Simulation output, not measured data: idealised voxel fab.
Process module name: voxel capacitor over wiring
Cross-section cut: width 175 nm, square cells of 5 nm.
Throughout this document, each cross-section is represented as a grid of square cells and is presented as a sequence of bands enumerated from the top downward, where a band comprises one or more rows of cells. Each band's line starts with the height of the band's top and of its bottom, in nm. Then come its materials from left to right, each with its width in nm. One material with "full width" fills the band from edge to edge. "empty" is empty space. Heights are expressed relative to 0, this being the level below which the as-received wafer comprises one material exclusively. The lowest band is unbounded in the downward direction and is denoted as in "0..down". With a width like "30 to 40", each row of cells in the band differs from the next by the same amount, the top row carrying the first number and the bottom row the second. "no modification" (step): cross-section cells unchanged, all of them. "Voids, fully enclosed" contains a list of empty spaces, each no smaller than 8 cells and without an open way to the top, written in the form width x height at distance with the distance from the left edge and all three in nm. after a step's settings: what the simulator itself notes on the step. A step's line can hold "overlay nm"; with a mask on that step, the setting says how far right of the planned place the mask lay, while a negative setting says it lay to the left.
Here's what the planned process steps look like:
step 1: RECEIVE (material Si)
step 2: CONFORMAL_DEP (material SiO2; thk nm 10)
step 3: CONFORMAL_DEP (material SiCN; thk nm 5)
step 4: DIRECTIONAL_DEP (material lowk; thk nm 15)
step 5: PATTERN (tone open; mask id METAL_1; material resist; width nm 20; pitch nm 90; thk nm 15; overlay nm 0)
step 6: DIRECTIONAL_ETCH (etch materials lowk; depth nm 15)
step 7: DIRECTIONAL_ETCH (etch materials SiCN; depth nm 5)
step 8: STRIP (etch materials resist)
step 9: CONFORMAL_DEP (material TiN; thk nm 5)
step 10: FILL_DEP (material Cu; thk nm 5)
step 11: CMP (height nm 30)
step 12: EPI (material Ru; thk nm 5)
step 13: FILL_DEP (material SiCN; thk nm 5)
step 14: DIRECTIONAL_DEP (material lowk; thk nm 15)
step 15: DIRECTIONAL_DEP (material aC; thk nm 10)
step 16: PATTERN (tone open; mask id PLUG_1; material resist; width nm 15; thk nm 25; overlay nm 0)
step 17: DIRECTIONAL_ETCH (etch materials aC; depth nm 10)
step 18: STRIP (etch materials resist)
step 19: DIRECTIONAL_ETCH (etch materials lowk; depth nm 15)
step 20: DIRECTIONAL_ETCH (etch materials SiCN; depth nm 5)
step 21: STRIP (etch materials aC)
step 22: CONFORMAL_DEP (material TiN; thk nm 5)
step 23: FILL_DEP (material Ru; thk nm 5)
step 24: CMP (height nm 55)
step 25: DIRECTIONAL_DEP (material TiN; thk nm 5)
step 26: DIRECTIONAL_DEP (material Al2O3; thk nm 5)
step 27: DIRECTIONAL_DEP (material TiN; thk nm 10)
step 28: MASKED_ETCH (tone cover; mask id UPPER_PLATE; width nm 75; etch materials TiN; depth nm 10; overlay nm 0)
step 29: MASKED_ETCH (tone cover; mask id UPPER_PLATE; width nm 75; etch materials Al2O3; depth nm 5; overlay nm 0)
step 30: MASKED_ETCH (tone cover; mask id LOWER_PLATE; width nm 85; etch materials TiN; depth nm 5; overlay nm 0)
step 31: FILL_DEP (material SiO2; thk nm 20)
step 32: CMP (height nm 90)
step 33: MASKED_ETCH (tone open; mask id PLUG_2; width nm 15; etch materials SiO2; depth nm 15; overlay nm 0)
step 34: CONFORMAL_DEP (material TiN; thk nm 5)
step 35: FILL_DEP (material W; thk nm 10)
step 36: CMP (height nm 90)
step 37: CONFORMAL_DEP (material SiN; thk nm 5)
As received (post step 1): cross-section:
* 0..down = Si full width
* Voids, fully enclosed: none
The first of two wafers, cross-sectioned at the end of the module, with the run proceeding as planned:
* 95..90 = SiN full width
* 90..80 = 45 nm SiO2  5 nm TiN  5 nm W  5 nm TiN  115 nm SiO2
* 80..75 = 45 nm SiO2  15 nm TiN  115 nm SiO2
* 75..65 = 35 nm SiO2  75 nm TiN  65 nm SiO2
* 65..60 = 35 nm SiO2  75 nm Al2O3  65 nm SiO2
* 60..55 = 30 nm SiO2  85 nm TiN  60 nm SiO2
* 55..40 = 35 nm lowk  5 nm TiN  5 nm Ru  5 nm TiN  125 nm lowk
* 40..35 = 35 nm SiCN  15 nm TiN  125 nm SiCN
* 35..30 = 25 nm SiCN  30 nm Ru  60 nm SiCN  30 nm Ru  30 nm SiCN
* 30..15 = 30 nm lowk  5 nm TiN  10 nm Cu  5 nm TiN  70 nm lowk  5 nm TiN  10 nm Cu  5 nm TiN  35 nm lowk
* 15..10 = 30 nm SiCN  20 nm TiN  70 nm SiCN  20 nm TiN  35 nm SiCN
* 10..0 = SiO2 full width
* 0..down = Si full width
* Voids, fully enclosed: none
Cross-section at end of module for the second wafer of two, which matched the first in starting point and plan and differed by one mistake in its processing:
* 110..105 = SiN full width
* 105..95 = W full width
* 95..90 = 50 nm TiN  5 nm W  120 nm TiN
* 90..80 = 45 nm SiO2  5 nm TiN  5 nm W  5 nm TiN  115 nm SiO2
* 80..75 = 45 nm SiO2  15 nm TiN  115 nm SiO2
* 75..65 = 35 nm SiO2  75 nm TiN  65 nm SiO2
* 65..60 = 35 nm SiO2  75 nm Al2O3  65 nm SiO2
* 60..55 = 30 nm SiO2  85 nm TiN  60 nm SiO2
* 55..40 = 35 nm lowk  5 nm TiN  5 nm Ru  5 nm TiN  125 nm lowk
* 40..35 = 35 nm SiCN  15 nm TiN  125 nm SiCN
* 35..30 = 25 nm SiCN  30 nm Ru  60 nm SiCN  30 nm Ru  30 nm SiCN
* 30..15 = 30 nm lowk  5 nm TiN  10 nm Cu  5 nm TiN  70 nm lowk  5 nm TiN  10 nm Cu  5 nm TiN  35 nm lowk
* 15..10 = 30 nm SiCN  20 nm TiN  70 nm SiCN  20 nm TiN  35 nm SiCN
* 10..0 = SiO2 full width
* 0..down = Si full width
* Voids, fully enclosed: none
Deviation noted in wafer processing: heads up, step 36 of the plan was skipped and never actually ran
The closing comparison, in cells, has the second wafer with more or fewer of some materials than the first: +34 TiN | +71 W
